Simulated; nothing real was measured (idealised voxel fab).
The process module presented herein is designated voxel capacitor over wiring.
300 nm wide, 5 nm square cells: that's cross-section cut.
Cross-sections here: square-cell grids, written as top-down lists of bands, a band being one or more rows of cells.
For a band, the entry starts with two heights in nm, that of the top and then that of the bottom, and carries on with the band's materials in order from left to right, each alongside its width in nm; the word "full width" beside a single material means it fills the band edge to edge, and "empty" means empty space.
Height is counted from the level 0, under which the received wafer is composed throughout of one material. The lowest of the bands is not closed at the bottom but continues downward, in the notation "0..down".
Width "30 to 40": first value at the band's top row of cells, second value at its bottom row, equal change from row to row.
Given "nothing was modified" for a step, no cell of the cross-section differs between before and after that step.
"Non-vented voids" lists enclosed empty spaces (at least 8 cells, no open path upward to the top), each as width x height at distance from the left edge, in nm.
Past the settings on a step's line: simulator remark, on that step.
overlay nm: step with mask; distance mask lay right of planned place; negative value = left of planned place.
[The following list gives the planned process steps]
step 1: RECEIVE,material Si
step 2: CONFORMAL_DEP,material SiO2,thk nm 15
step 3: DIRECTIONAL_DEP,material TiN,thk nm 5
step 4: DIRECTIONAL_DEP,material Ru,thk nm 15
step 5: DIRECTIONAL_DEP,material aC,thk nm 10
step 6: PATTERN,tone cover,mask id METAL_1,material resist,width nm 25,pitch nm 80,thk nm 25,overlay nm 0
step 7: DIRECTIONAL_ETCH,etch materials aC,depth nm 10
step 8: STRIP,etch materials resist
step 9: DIRECTIONAL_ETCH,etch materials Ru,depth nm 15
step 10: DIRECTIONAL_ETCH,etch materials TiN,depth nm 5
step 11: STRIP,etch materials aC
step 12: FILL_DEP,material SiO2,thk nm 10
step 13: CMP,height nm 35
step 14: CONFORMAL_DEP,material SiCN,thk nm 5
step 15: DIRECTIONAL_DEP,material SiO2,thk nm 20
step 16: MASKED_ETCH,tone open,mask id PLUG_1,width nm 15,etch materials SiO2,depth nm 20,overlay nm 0
step 17: MASKED_ETCH,tone open,mask id PLUG_1,width nm 15,etch materials SiCN,depth nm 5,overlay nm 0
step 18: CONFORMAL_DEP,material TiN,thk nm 5
step 19: FILL_DEP,material Ru,thk nm 5
step 20: CMP,height nm 60
step 21: DIRECTIONAL_DEP,material TiN,thk nm 10
step 22: DIRECTIONAL_DEP,material Al2O3,thk nm 5
step 23: DIRECTIONAL_DEP,material TiN,thk nm 5
step 24: MASKED_ETCH,tone cover,mask id UPPER_PLATE,width nm 60,etch materials TiN,depth nm 5,overlay nm 0
step 25: MASKED_ETCH,tone cover,mask id UPPER_PLATE,width nm 60,etch materials Al2O3,depth nm 5,overlay nm 0
step 26: MASKED_ETCH,tone cover,mask id LOWER_PLATE,width nm 70,etch materials TiN,depth nm 10,overlay nm 0
step 27: FILL_DEP,material SiO2,thk nm 15
step 28: CMP,height nm 90
step 29: DIRECTIONAL_DEP,material aC,thk nm 15
step 30: PATTERN,tone open,mask id PLUG_2,material resist,width nm 15,thk nm 35,overlay nm 0
step 31: DIRECTIONAL_ETCH,etch materials aC,depth nm 15
step 32: STRIP,etch materials resist
step 33: DIRECTIONAL_ETCH,etch materials SiO2,depth nm 10
step 34: STRIP,etch materials aC
step 35: CONFORMAL_DEP,material TiN,thk nm 5
step 36: FILL_DEP,material Ru,thk nm 5
step 37: CMP,height nm 90
step 38: CONFORMAL_DEP,material SiN,thk nm 5
[Of two wafers, the first: run according to plan]
[Received-state cross-section, reflecting completion of step 1]
  0..down  Si full width
  Non-vented voids: none
[The following cross-section depicts the wafer upon completion of step 2]
  15..0  SiO2 full width
  Note: structure below 0 unchanged.
[The following cross-section depicts the wafer upon completion of step 3]
  20..15  TiN full width
  Note: structure below 15 unchanged.
[The following cross-section depicts the wafer upon completion of step 4]
  35..20  Ru full width
  Note: structure below 20 unchanged.
[The following cross-section depicts the wafer upon completion of step 5]
  45..35  aC full width
  Note: structure below 35 unchanged.
[The following cross-section depicts the wafer upon completion of step 6]
  70..45  empty: 95 / resist: 25 / empty: 55 / resist: 25 / empty: 100
  Note: structure below 45 unchanged.
[The following cross-section depicts the wafer upon completion of step 7]
  60..45  empty: 95 / resist: 25 / empty: 55 / resist: 25 / empty: 100
  45..35  empty: 95 / aC: 25 / empty: 55 / aC: 25 / empty: 100
  Note: structure below 35 unchanged.
[The following cross-section depicts the wafer upon completion of step 8]
  45..35  empty: 95 / aC: 25 / empty: 55 / aC: 25 / empty: 100
  Note: structure below 35 unchanged.
[The following cross-section depicts the wafer upon completion of step 9]
  45..35  empty: 95 / aC: 25 / empty: 55 / aC: 25 / empty: 100
  35..20  empty: 95 / Ru: 25 / empty: 55 / Ru: 25 / empty: 100
  Note: structure below 20 unchanged.
[The following cross-section depicts the wafer upon completion of step 10]
  45..35  empty: 95 / aC: 25 / empty: 55 / aC: 25 / empty: 100
  35..20  empty: 95 / Ru: 25 / empty: 55 / Ru: 25 / empty: 100
  20..15  empty: 95 / TiN: 25 / empty: 55 / TiN: 25 / empty: 100
  Note: structure below 15 unchanged.
[The following cross-section depicts the wafer upon completion of step 11]
  35..20  empty: 95 / Ru: 25 / empty: 55 / Ru: 25 / empty: 100
  Note: structure below 20 unchanged.
[The following cross-section depicts the wafer upon completion of step 12]
  45..35  SiO2 full width
  35..20  SiO2: 95 / Ru: 25 / SiO2: 55 / Ru: 25 / SiO2: 100
  20..15  SiO2: 95 / TiN: 25 / SiO2: 55 / TiN: 25 / SiO2: 100
  Note: structure below 15 unchanged.
[The following cross-section depicts the wafer upon completion of step 13]
  35..20  SiO2: 95 / Ru: 25 / SiO2: 55 / Ru: 25 / SiO2: 100
  Note: structure below 20 unchanged.
[The following cross-section depicts the wafer upon completion of step 14]
  40..35  SiCN full width
  Note: structure below 35 unchanged.
[The following cross-section depicts the wafer upon completion of step 15]
  60..40  SiO2 full width
  Note: structure below 40 unchanged.
[The following cross-section depicts the wafer upon completion of step 16]
  60..40  SiO2: 105 / empty: 15 / SiO2: 180
  Note: structure below 40 unchanged.
[The following cross-section depicts the wafer upon completion of step 17]
  60..40  SiO2: 105 / empty: 15 / SiO2: 180
  40..35  SiCN: 105 / empty: 15 / SiCN: 180
  Note: structure below 35 unchanged.
[The following cross-section depicts the wafer upon completion of step 18]
  65..60  TiN: 110 / empty: 5 / TiN: 185
  60..40  SiO2: 105 / TiN: 5 / empty: 5 / TiN: 5 / SiO2: 180
  40..35  SiCN: 105 / TiN: 15 / SiCN: 180
  Note: structure below 35 unchanged.
[The following cross-section depicts the wafer upon completion of step 19]
  70..65  Ru full width
  65..60  TiN: 110 / Ru: 5 / TiN: 185
  60..40  SiO2: 105 / TiN: 5 / Ru: 5 / TiN: 5 / SiO2: 180
  Note: structure below 40 unchanged.
[The following cross-section depicts the wafer upon completion of step 20]
  60..40  SiO2: 105 / TiN: 5 / Ru: 5 / TiN: 5 / SiO2: 180
  Note: structure below 40 unchanged.
[The following cross-section depicts the wafer upon completion of step 21]
  70..60  TiN full width
  Note: structure below 60 unchanged.
[The following cross-section depicts the wafer upon completion of step 22]
  75..70  Al2O3 full width
  Note: structure below 70 unchanged.
[The following cross-section depicts the wafer upon completion of step 23]
  80..75  TiN full width
  Note: structure below 75 unchanged.
[The following cross-section depicts the wafer upon completion of step 24]
  80..75  empty: 105 / TiN: 60 / empty: 135
  Note: structure below 75 unchanged.
[The following cross-section depicts the wafer upon completion of step 25]
  80..75  empty: 105 / TiN: 60 / empty: 135
  75..70  empty: 105 / Al2O3: 60 / empty: 135
  Note: structure below 70 unchanged.
[The following cross-section depicts the wafer upon completion of step 26]
  80..75  empty: 105 / TiN: 60 / empty: 135
  75..70  empty: 105 / Al2O3: 60 / empty: 135
  70..60  empty: 100 / TiN: 70 / empty: 130
  Note: structure below 60 unchanged.
[The following cross-section depicts the wafer upon completion of step 27]
  95..80  SiO2 full width
  80..75  SiO2: 105 / TiN: 60 / SiO2: 135
  75..70  SiO2: 105 / Al2O3: 60 / SiO2: 135
  70..60  SiO2: 100 / TiN: 70 / SiO2: 130
  Note: structure below 60 unchanged.
[The following cross-section depicts the wafer upon completion of step 28]
  90..80  SiO2 full width
  Note: structure below 80 unchanged.
[The following cross-section depicts the wafer upon completion of step 29]
  105..90  aC full width
  Note: structure below 90 unchanged.
[The following cross-section depicts the wafer upon completion of step 30]
  140..105  resist: 115 / empty: 15 / resist: 170
  Note: structure below 105 unchanged.
[The following cross-section depicts the wafer upon completion of step 31]
  125..105  resist: 115 / empty: 15 / resist: 170
  105..90  aC: 115 / empty: 15 / aC: 170
  Note: structure below 90 unchanged.
[The following cross-section depicts the wafer upon completion of step 32]
  105..90  aC: 115 / empty: 15 / aC: 170
  Note: structure below 90 unchanged.
[The following cross-section depicts the wafer upon completion of step 33]
  105..90  aC: 115 / empty: 15 / aC: 170
  90..80  SiO2: 115 / empty: 15 / SiO2: 170
  Note: structure below 80 unchanged.
[The following cross-section depicts the wafer upon completion of step 34]
  90..80  SiO2: 115 / empty: 15 / SiO2: 170
  Note: structure below 80 unchanged.
[The following cross-section depicts the wafer upon completion of step 35]
  95..90  TiN: 120 / empty: 5 / TiN: 175
  90..85  SiO2: 115 / TiN: 5 / empty: 5 / TiN: 5 / SiO2: 170
  85..75  SiO2: 115 to 105 / TiN: 15 to 60 / SiO2: 170 to 135
  Note: structure below 75 unchanged.
[The following cross-section depicts the wafer upon completion of step 36]
  100..95  Ru full width
  95..90  TiN: 120 / Ru: 5 / TiN: 175
  90..85  SiO2: 115 / TiN: 5 / Ru: 5 / TiN: 5 / SiO2: 170
  Note: structure below 85 unchanged.
[The following cross-section depicts the wafer upon completion of step 37]
  90..85  SiO2: 115 / TiN: 5 / Ru: 5 / TiN: 5 / SiO2: 170
  Note: structure below 85 unchanged.
[The following cross-section depicts the wafer upon completion of step 38]
  95..90  SiN full width
  Note: structure below 90 unchanged.
[For the second wafer, take the first wafer's start and plan, then add one mistake made in running it; everything through step 5, that step included, is shared with the first]
[Cross-section of the second wafer corresponding to the planned conclusion of step 6]
  70..45  empty: 100 / resist: 15 / empty: 65 / resist: 15 / empty: 105
  Note: structure below 45 unchanged.
[Cross-section of the second wafer corresponding to the planned conclusion of step 7]
  60..45  empty: 100 / resist: 15 / empty: 65 / resist: 15 / empty: 105
  45..35  empty: 100 / aC: 15 / empty: 65 / aC: 15 / empty: 105
  Note: structure below 35 unchanged.
[Cross-section of the second wafer corresponding to the planned conclusion of step 8]
  45..35  empty: 100 / aC: 15 / empty: 65 / aC: 15 / empty: 105
  Note: structure below 35 unchanged.
[Cross-section of the second wafer corresponding to the planned conclusion of step 9]
  45..35  empty: 100 / aC: 15 / empty: 65 / aC: 15 / empty: 105
  35..20  empty: 100 / Ru: 15 / empty: 65 / Ru: 15 / empty: 105
  Note: structure below 20 unchanged.
[Cross-section of the second wafer corresponding to the planned conclusion of step 10]
  45..35  empty: 100 / aC: 15 / empty: 65 / aC: 15 / empty: 105
  35..20  empty: 100 / Ru: 15 / empty: 65 / Ru: 15 / empty: 105
  20..15  empty: 100 / TiN: 15 / empty: 65 / TiN: 15 / empty: 105
  Note: structure below 15 unchanged.
[Cross-section of the second wafer corresponding to the planned conclusion of step 11]
  35..20  empty: 100 / Ru: 15 / empty: 65 / Ru: 15 / empty: 105
  Note: structure below 20 unchanged.
[Cross-section of the second wafer corresponding to the planned conclusion of step 12]
  45..35  SiO2 full width
  35..20  SiO2: 100 / Ru: 15 / SiO2: 65 / Ru: 15 / SiO2: 105
  20..15  SiO2: 100 / TiN: 15 / SiO2: 65 / TiN: 15 / SiO2: 105
  Note: structure below 15 unchanged.
[Cross-section of the second wafer corresponding to the planned conclusion of step 13]
  35..20  SiO2: 100 / Ru: 15 / SiO2: 65 / Ru: 15 / SiO2: 105
  Note: structure below 20 unchanged.
[Cross-section of the second wafer corresponding to the planned conclusion of step 14]
  40..35  SiCN full width
  Note: structure below 35 unchanged.
[Cross-section of the second wafer corresponding to the planned conclusion of step 15]
  60..40  SiO2 full width
  Note: structure below 40 unchanged.
[Cross-section of the second wafer corresponding to the planned conclusion of step 16]
  60..40  SiO2: 105 / empty: 15 / SiO2: 180
  Note: structure below 40 unchanged.
[Cross-section of the second wafer corresponding to the planned conclusion of step 17]
  60..40  SiO2: 105 / empty: 15 / SiO2: 180
  40..35  SiCN: 105 / empty: 15 / SiCN: 180
  Note: structure below 35 unchanged.
[Cross-section of the second wafer corresponding to the planned conclusion of step 18]
  65..60  TiN: 110 / empty: 5 / TiN: 185
  60..40  SiO2: 105 / TiN: 5 / empty: 5 / TiN: 5 / SiO2: 180
  40..35  SiCN: 105 / TiN: 15 / SiCN: 180
  Note: structure below 35 unchanged.
[Cross-section of the second wafer corresponding to the planned conclusion of step 19]
  70..65  Ru full width
  65..60  TiN: 110 / Ru: 5 / TiN: 185
  60..40  SiO2: 105 / TiN: 5 / Ru: 5 / TiN: 5 / SiO2: 180
  Note: structure below 40 unchanged.
[Cross-section of the second wafer corresponding to the planned conclusion of step 20]
  60..40  SiO2: 105 / TiN: 5 / Ru: 5 / TiN: 5 / SiO2: 180
  Note: structure below 40 unchanged.
[Cross-section of the second wafer corresponding to the planned conclusion of step 21]
  70..60  TiN full width
  Note: structure below 60 unchanged.
[Cross-section of the second wafer corresponding to the planned conclusion of step 22]
  75..70  Al2O3 full width
  Note: structure below 70 unchanged.
[Cross-section of the second wafer corresponding to the planned conclusion of step 23]
  80..75  TiN full width
  Note: structure below 75 unchanged.
[Cross-section of the second wafer corresponding to the planned conclusion of step 24]
  80..75  empty: 105 / TiN: 60 / empty: 135
  Note: structure below 75 unchanged.
[Cross-section of the second wafer corresponding to the planned conclusion of step 25]
  80..75  empty: 105 / TiN: 60 / empty: 135
  75..70  empty: 105 / Al2O3: 60 / empty: 135
  Note: structure below 70 unchanged.
[Cross-section of the second wafer corresponding to the planned conclusion of step 26]
  80..75  empty: 105 / TiN: 60 / empty: 135
  75..70  empty: 105 / Al2O3: 60 / empty: 135
  70..60  empty: 100 / TiN: 70 / empty: 130
  Note: structure below 60 unchanged.
[Cross-section of the second wafer corresponding to the planned conclusion of step 27]
  95..80  SiO2 full width
  80..75  SiO2: 105 / TiN: 60 / SiO2: 135
  75..70  SiO2: 105 / Al2O3: 60 / SiO2: 135
  70..60  SiO2: 100 / TiN: 70 / SiO2: 130
  Note: structure below 60 unchanged.
[Cross-section of the second wafer corresponding to the planned conclusion of step 28]
  90..80  SiO2 full width
  Note: structure below 80 unchanged.
[Cross-section of the second wafer corresponding to the planned conclusion of step 29]
  105..90  aC full width
  Note: structure below 90 unchanged.
[Cross-section of the second wafer corresponding to the planned conclusion of step 30]
  140..105  resist: 115 / empty: 15 / resist: 170
  Note: structure below 105 unchanged.
[Cross-section of the second wafer corresponding to the planned conclusion of step 31]
  125..105  resist: 115 / empty: 15 / resist: 170
  105..90  aC: 115 / empty: 15 / aC: 170
  Note: structure below 90 unchanged.
[Cross-section of the second wafer corresponding to the planned conclusion of step 32]
  105..90  aC: 115 / empty: 15 / aC: 170
  Note: structure below 90 unchanged.
[Cross-section of the second wafer corresponding to the planned conclusion of step 33]
  105..90  aC: 115 / empty: 15 / aC: 170
  90..80  SiO2: 115 / empty: 15 / SiO2: 170
  Note: structure below 80 unchanged.
[Cross-section of the second wafer corresponding to the planned conclusion of step 34]
  90..80  SiO2: 115 / empty: 15 / SiO2: 170
  Note: structure below 80 unchanged.
[Cross-section of the second wafer corresponding to the planned conclusion of step 35]
  95..90  TiN: 120 / empty: 5 / TiN: 175
  90..85  SiO2: 115 / TiN: 5 / empty: 5 / TiN: 5 / SiO2: 170
  85..75  SiO2: 115 to 105 / TiN: 15 to 60 / SiO2: 170 to 135
  Note: structure below 75 unchanged.
[Cross-section of the second wafer corresponding to the planned conclusion of step 36]
  100..95  Ru full width
  95..90  TiN: 120 / Ru: 5 / TiN: 175
  90..85  SiO2: 115 / TiN: 5 / Ru: 5 / TiN: 5 / SiO2: 170
  Note: structure below 85 unchanged.
[Cross-section of the second wafer corresponding to the planned conclusion of step 37]
  90..85  SiO2: 115 / TiN: 5 / Ru: 5 / TiN: 5 / SiO2: 170
  Note: structure below 85 unchanged.
[Cross-section of the second wafer corresponding to the planned conclusion of step 38]
  95..90  SiN full width
  Note: structure below 90 unchanged.
Deviation from plan: step 6 ran with different settings than intended, the actual operation and settings being PATTERN,tone cover,mask id METAL_1,material resist,width nm 15,pitch nm 80,thk nm 25,overlay nm 0
Final cells, second wafer relative to first, materials higher or lower: Ru: 12 fewer | SiO2: 16 more | TiN: 4 fewer
